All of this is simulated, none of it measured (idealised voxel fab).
The process module presented herein is designated voxel ribs on slabs.
Each square cell in cross-section cut measures 5 nm, and the section as a whole is 285 nm wide.
Bands, listed from the top down, are how a cross-section gets written in this document; the cross-section itself is a grid of square cells, and a band is one or more rows of them. Band entry format. Leading values: height of top, height of bottom, nm. Remainder: materials in left-to-right order, each with its width in nm. Special words: "throughout" on a single material, which then fills the band edge to edge; "blank", empty space. We count height from 0. Below that, the starting wafer is all one material. The lowest band never ends at the bottom but goes on down; see "0 down" for how that is written. Top row gets the first number, bottom row gets the second, and each row in between changes by the same step: that is how a band width like "30->40" works. Where the words "stayed the same" appear for a step, the cross-section shows no cell changed by that step; every cell remained as before. In "Closed void inventory" the enclosed voids are listed, meaning empty spaces of 8 cells or larger without any opening to the top. The form is width x height at distance, distance from the left edge, units nm. If you see something after the settings on a step's line, that's the simulator's own remark about that step. overlay nm: step with mask; distance mask lay right of planned place; negative value = left of planned place.
Here's what the planned process steps look like:
1 RECEIVE,material Si
2 DIRECTIONAL_DEP,material SiO2,thk nm 20
3 DIRECTIONAL_DEP,material polySi,thk nm 25
4 DIRECTIONAL_DEP,material aC,thk nm 15
5 PATTERN,tone cover,mask id RIB,material resist,width nm 20,thk nm 35,overlay nm 0
6 DIRECTIONAL_ETCH,etch materials aC,depth nm 15
7 STRIP,etch materials resist
8 DIRECTIONAL_ETCH,etch materials polySi,depth nm 20
9 STRIP,etch materials aC
10 MASKED_ETCH,tone cover,mask id SLAB,width nm 60,etch materials polySi,depth nm 5,overlay nm 0
11 FILL_DEP,material SiO2,thk nm 25
12 CMP,height nm 60
13 DIRECTIONAL_DEP,material W,thk nm 10
14 DIRECTIONAL_DEP,material aC,thk nm 5
15 PATTERN,tone cover,mask id HEATER,material resist,width nm 30,thk nm 35,overlay nm 0
16 DIRECTIONAL_ETCH,etch materials aC,depth nm 15
17 STRIP,etch materials resist
18 DIRECTIONAL_ETCH,etch materials W,depth nm 10
19 STRIP,etch materials aC
20 CONFORMAL_DEP,material SiO2,thk nm 10
Across this set of wafers, the varied parameter is the thk nm of step 14. Starting conditions are identical for every wafer, and the plan reports the value assigned to the first wafer.
First of several wafers, received after step 1, in cross-section:
    0 down = Si throughout
    Closed void inventory: none
Per wafer, end of module: cells gained (+) or lost (-) per material since receipt, then closed voids:
thk nm 5 | +778 SiO2 | +12 W | +28 polySi | Closed void inventory: none
thk nm 10 | +778 SiO2 | +12 W | +28 polySi | Closed void inventory: none
thk nm 15 | +778 SiO2 | +12 W | +28 polySi | Closed void inventory: none
thk nm 20 | +770 SiO2 | +114 W | +28 polySi | Closed void inventory: none
thk nm 25 | +770 SiO2 | +114 W | +28 polySi | Closed void inventory: none
thk nm 30 | +770 SiO2 | +114 W | +28 polySi | Closed void inventory: none
